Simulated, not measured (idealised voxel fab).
You're looking at the process module voxel gate over fins.
Section shown: cut. Width: 160 nm. Cell size: 5 nm, square.
How to read a cross-section here: the picture is a grid of square cells, written as bands going from the top down, and any band can span one or more rows of cells.
Quick guide to a band line: top height, bottom height (nm) up front; then every material left to right with its width in nm. Only one material and it's marked "everywhere"? Then it fills the band edge to edge. And "empty" just means empty space.
It should be noted that heights are counted from 0, beneath which the wafer as supplied is of one material throughout, and that the lowest band possesses no lower boundary but continues downward, as written in "0..down".
You'd read "30 to 40" like this: the band's top row of cells is as wide as the first number, its bottom row is as wide as the second, and going down, every row changes width by the same amount as the row before did.
"no alteration", as given for a step, is the statement that not any cell of the cross-section underwent a change during that step.
"Fully sealed voids" enumerates empty spaces isolated from the top, with no open way to it, that contain at least 8 cells, giving each as width x height at distance from the left edge, all three in nm.
Note: text after step settings on the step line = simulator remark on that step.
A step's line can hold "overlay nm"; with a mask on that step, the setting says how far right of the planned place the mask lay, while a negative setting says it lay to the left.
Steps planned for the process:
1: RECEIVE: material Si
2: CONFORMAL_DEP: material SiN, thk nm 5
3: PATTERN: tone cover, mask id FINS, material resist, width nm 15, pitch nm 50, thk nm 15, overlay nm 0
4: DIRECTIONAL_ETCH: etch materials SiN, depth nm 5
5: DIRECTIONAL_ETCH: etch materials Si, depth nm 40
6: STRIP: etch materials resist
7: FILL_DEP: material SiO2, thk nm 15
8: CMP: height nm 5
9: DIRECTIONAL_DEP: material aC, thk nm 15
10: PATTERN: tone open, mask id RAIL, material resist, width nm 15, thk nm 30, overlay nm 0
11: DIRECTIONAL_ETCH: etch materials aC, depth nm 15
12: STRIP: etch materials resist
13: DIRECTIONAL_ETCH: etch materials SiO2, depth nm 40
14: STRIP: etch materials aC
15: CONFORMAL_DEP: material TiN, thk nm 5
16: FILL_DEP: material Ru, thk nm 5
17: CMP: height nm 5
18: SELECTIVE_ETCH: etch materials W Ru TiN, depth nm 25
19: FILL_DEP: material SiO2, thk nm 5
20: CMP: height nm 5
21: SELECTIVE_ETCH: etch materials SiO2, depth nm 15
22: STRIP: etch materials SiN
23: CONFORMAL_DEP: material HfO2, thk nm 5
24: CONFORMAL_DEP: material TiN, thk nm 5
25: CONFORMAL_DEP: material TiAl, thk nm 5
26: CONFORMAL_DEP: material TiN, thk nm 5
27: FILL_DEP: material W, thk nm 15
28: CMP: height nm 30
29: CONFORMAL_DEP: material SiCN, thk nm 10
Shown in cross-section is the wafer as received, that is, as it stands after step 1:
0..down: Si everywhere
Fully sealed voids: none
First of two wafers, end-of-module section, run followed plan:
40..30: SiCN everywhere
30..20: W everywhere
20..15: 155 TiN; 5 W
15..10: 5 TiN; 45 TiAl; 5 TiN; 45 TiAl; 5 TiN; 45 TiAl; 5 TiN; 5 W
10..5: 5 TiN; 5 TiAl; 35 TiN; 5 TiAl; 5 TiN; 5 TiAl; 35 TiN; 5 TiAl; 5 TiN; 5 TiAl; 35 TiN; 5 TiAl; 10 TiN
5..0: 10 TiAl; 5 TiN; 25 HfO2; 5 TiN; 15 TiAl; 5 TiN; 25 HfO2; 5 TiN; 15 TiAl; 5 TiN; 25 HfO2; 5 TiN; 15 TiAl
0..-5: 15 TiN; 5 HfO2; 15 Si; 5 HfO2; 25 TiN; 5 HfO2; 15 Si; 5 HfO2; 25 TiN; 5 HfO2; 15 Si; 5 HfO2; 20 TiN
-5..-10: 20 HfO2; 15 Si; 35 HfO2; 15 Si; 35 HfO2; 15 Si; 25 HfO2
-10..-20: 20 SiO2; 15 Si; 35 SiO2; 15 Si; 35 SiO2; 15 Si; 25 SiO2
-20..-30: 20 SiO2; 15 Si; 10 SiO2; 5 TiN; 5 Ru; 5 TiN; 10 SiO2; 15 Si; 35 SiO2; 15 Si; 25 SiO2
-30..-35: 20 SiO2; 15 Si; 10 SiO2; 15 TiN; 10 SiO2; 15 Si; 35 SiO2; 15 Si; 25 SiO2
-35..-40: 20 SiO2; 15 Si; 35 SiO2; 15 Si; 35 SiO2; 15 Si; 25 SiO2
-40..down: Si everywhere
Fully sealed voids: none
Cross-section, second wafer: same start as the first, same plan as the first, one mistake in running it; taken at the end of the module:
40..30: SiCN everywhere
30..20: W everywhere
20..15: TiN everywhere
15..10: 155 TiAl; 5 TiN
10..5: 5 TiAl; 45 TiN; 5 TiAl; 45 TiN; 5 TiAl; 45 TiN; 5 TiAl; 5 TiN
5..0: 5 TiAl; 5 TiN; 35 HfO2; 5 TiN; 5 TiAl; 5 TiN; 35 HfO2; 5 TiN; 5 TiAl; 5 TiN; 35 HfO2; 5 TiN; 10 TiAl
0..-5: 10 TiN; 5 HfO2; 25 Si; 5 HfO2; 15 TiN; 5 HfO2; 25 Si; 5 HfO2; 15 TiN; 5 HfO2; 25 Si; 5 HfO2; 15 TiN
-5..-10: 15 HfO2; 25 Si; 25 HfO2; 25 Si; 25 HfO2; 25 Si; 20 HfO2
-10..-20: 15 SiO2; 25 Si; 25 SiO2; 25 Si; 25 SiO2; 25 Si; 20 SiO2
-20..-30: 15 SiO2; 25 Si; 5 SiO2; 5 TiN; 5 Ru; 5 TiN; 5 SiO2; 25 Si; 25 SiO2; 25 Si; 20 SiO2
-30..-35: 15 SiO2; 25 Si; 5 SiO2; 15 TiN; 5 SiO2; 25 Si; 25 SiO2; 25 Si; 20 SiO2
-35..-40: 15 SiO2; 25 Si; 25 SiO2; 25 Si; 25 SiO2; 25 Si; 20 SiO2
-40..down: Si everywhere
Fully sealed voids: none
Nonconformance to the process plan: step 3 ran as: PATTERN: tone cover, mask id FINS, material resist, width nm 25, pitch nm 50, thk nm 15, overlay nm 0
at the end the second wafer has, in cells: +48 Si, -36 SiO2, -4 TiAl, -6 TiN, -2 W
